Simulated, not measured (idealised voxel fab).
Proc. module: voxel capacitor over wiring
Each square cell in cross-section cut measures 5 nm, and the section as a whole is 215 nm wide.
A cross-section in this document is a grid of square cells, and it is written down as bands, the top band listed before the ones below it; a band is made up of one or more rows of cells.
It is stipulated that each band's entry specify, in nanometres, the height of the top of the band and then that of its bottom, followed by the materials of the band in left-to-right sequence, each together with its width in nanometres. A single material marked by the word "everywhere" is understood to fill the band from edge to edge; the word "empty" is understood to denote empty space.
Height datum 0, below which the as-received substrate wafer is one material. Lowest band open at the bottom, running downward: "0 and below".
Width spec "30 to 40" -> top row of cells at first value, bottom row at second value, equal per-row change in between.
For the purposes of this document, the phrase "nothing altered" attached to a step denotes that no cell within the cross-section was modified by that step.
Heads up: "Enclosed void catalog" only lists the empty pockets with no open path to the top that are 8 cells or more, and it writes them as width x height at distance, distance from the left edge, in nm.
On a step's line, text after the settings is the simulator commenting on that step.
On any step carrying a mask, the "overlay nm" setting, if present on the step's line, tells how far right of its planned place the mask lay; negative values point to the left.
SO HERE'S THE LINEUP OF PROCESS STEPS WE PLANNED
1 RECEIVE, material Si
2 CONFORMAL_DEP, material SiO2, thk nm 10
3 DIRECTIONAL_DEP, material TiN, thk nm 5
4 DIRECTIONAL_DEP, material Ru, thk nm 20
5 DIRECTIONAL_DEP, material aC, thk nm 15
6 PATTERN, tone cover, mask id METAL_1, material resist, width nm 30, pitch nm 95, thk nm 30, overlay nm 0
7 DIRECTIONAL_ETCH, etch materials aC, depth nm 15
8 STRIP, etch materials resist
9 DIRECTIONAL_ETCH, etch materials Ru, depth nm 20
10 DIRECTIONAL_ETCH, etch materials TiN, depth nm 5
11 STRIP, etch materials aC
12 CONFORMAL_DEP, material SiN, thk nm 5
13 FILL_DEP, material lowk, thk nm 10
14 CMP, height nm 35
15 CONFORMAL_DEP, material SiCN, thk nm 5
16 DIRECTIONAL_DEP, material SiO2, thk nm 20
17 MASKED_ETCH, tone open, mask id PLUG_1, width nm 15, etch materials SiO2, depth nm 20, overlay nm 0
18 MASKED_ETCH, tone open, mask id PLUG_1, width nm 15, etch materials SiCN, depth nm 5, overlay nm 0
19 CONFORMAL_DEP, material TiN, thk nm 5
20 FILL_DEP, material Ru, thk nm 5
21 CMP, height nm 60
22 DIRECTIONAL_DEP, material TiN, thk nm 5
23 DIRECTIONAL_DEP, material HfO2, thk nm 5
24 DIRECTIONAL_DEP, material TiN, thk nm 5
25 PATTERN, tone cover, mask id UPPER_PLATE, material resist, width nm 70, thk nm 15, overlay nm 0
26 DIRECTIONAL_ETCH, etch materials TiN, depth nm 5
27 DIRECTIONAL_ETCH, etch materials HfO2, depth nm 5
28 STRIP, etch materials resist
29 PATTERN, tone cover, mask id LOWER_PLATE, material resist, width nm 80, thk nm 20, overlay nm 0
30 DIRECTIONAL_ETCH, etch materials TiN, depth nm 5
31 STRIP, etch materials resist
32 FILL_DEP, material SiO2, thk nm 20
33 CMP, height nm 90
34 PATTERN, tone open, mask id PLUG_2, material resist, width nm 15, thk nm 20, overlay nm 0
35 DIRECTIONAL_ETCH, etch materials SiO2, depth nm 15
36 STRIP, etch materials resist
37 CONFORMAL_DEP, material TiN, thk nm 5
38 FILL_DEP, material Cu, thk nm 10
39 CMP, height nm 90
40 CONFORMAL_DEP, material SiCN, thk nm 5
All wafers enter the flow in the same state. The width nm at step 34 differs from wafer to wafer, and the plan gives the value for the first wafer.
THIS IS HOW THE FIRST OF SEVERAL WAFERS LOOKED IN CROSS-SECTION WHEN IT ARRIVED, WHICH IS AFTER STEP 1
> 0 and below: Si everywhere
> Enclosed void catalog: none
THE CROSS-SECTION OF THE FIRST OF SEVERAL WAFERS IS GIVEN BELOW FOR THE END OF THE MODULE, AFTER ITS FINAL STEP, STEP 40
> 95 down to 90: SiCN everywhere
> 90 down to 80: SiO2 70 nm; TiN 5 nm; Cu 5 nm; TiN 5 nm; SiO2 130 nm
> 80 down to 70: SiO2 70 to 60 nm; TiN 15 to 70 nm; SiO2 130 to 85 nm
> 70 down to 65: SiO2 60 nm; HfO2 70 nm; SiO2 85 nm
> 65 down to 60: SiO2 55 nm; TiN 80 nm; SiO2 80 nm
> 60 down to 40: SiO2 60 nm; TiN 5 nm; Ru 5 nm; TiN 5 nm; SiO2 140 nm
> 40 down to 35: SiCN 60 nm; TiN 15 nm; SiCN 140 nm
> 35 down to 15: lowk 40 nm; SiN 5 nm; Ru 30 nm; SiN 5 nm; lowk 55 nm; SiN 5 nm; Ru 30 nm; SiN 5 nm; lowk 40 nm
> 15 down to 10: SiN 45 nm; TiN 30 nm; SiN 65 nm; TiN 30 nm; SiN 45 nm
> 10 down to 0: SiO2 everywhere
> 0 and below: Si everywhere
> Enclosed void catalog: none
CROSS-SECTION, MODULE END, FINAL OF SEVERAL WAFERS
> 95 down to 90: SiCN everywhere
> 90 down to 80: SiO2 65 nm; TiN 5 nm; Cu 20 nm; TiN 5 nm; SiO2 120 nm
> 80 down to 70: SiO2 65 to 60 nm; TiN 30 to 70 nm; SiO2 120 to 85 nm
> 70 down to 65: SiO2 60 nm; HfO2 70 nm; SiO2 85 nm
> 65 down to 60: SiO2 55 nm; TiN 80 nm; SiO2 80 nm
> 60 down to 40: SiO2 60 nm; TiN 5 nm; Ru 5 nm; TiN 5 nm; SiO2 140 nm
> 40 down to 35: SiCN 60 nm; TiN 15 nm; SiCN 140 nm
> 35 down to 15: lowk 40 nm; SiN 5 nm; Ru 30 nm; SiN 5 nm; lowk 55 nm; SiN 5 nm; Ru 30 nm; SiN 5 nm; lowk 40 nm
> 15 down to 10: SiN 45 nm; TiN 30 nm; SiN 65 nm; TiN 30 nm; SiN 45 nm
> 10 down to 0: SiO2 everywhere
> 0 and below: Si everywhere
> Enclosed void catalog: none
GAINED (+) OR LOST (-) CELLS OF EACH MATERIAL SINCE RECEIPT, THEN CLOSED VOIDS: ONE ROW PER WAFER, AT THE END OF THE MODULE
width nm 15, +2 Cu, +14 HfO2, +52 Ru, +83 SiCN, +47 SiN, +451 SiO2, +60 TiN, +108 lowk, Enclosed void catalog: none
width nm 20, +4 Cu, +14 HfO2, +52 Ru, +83 SiCN, +47 SiN, +448 SiO2, +61 TiN, +108 lowk, Enclosed void catalog: none
width nm 25, +6 Cu, +14 HfO2, +52 Ru, +83 SiCN, +47 SiN, +445 SiO2, +62 TiN, +108 lowk, Enclosed void catalog: none
width nm 30, +8 Cu, +14 HfO2, +52 Ru, +83 SiCN, +47 SiN, +442 SiO2, +63 TiN, +108 lowk, Enclosed void catalog: none
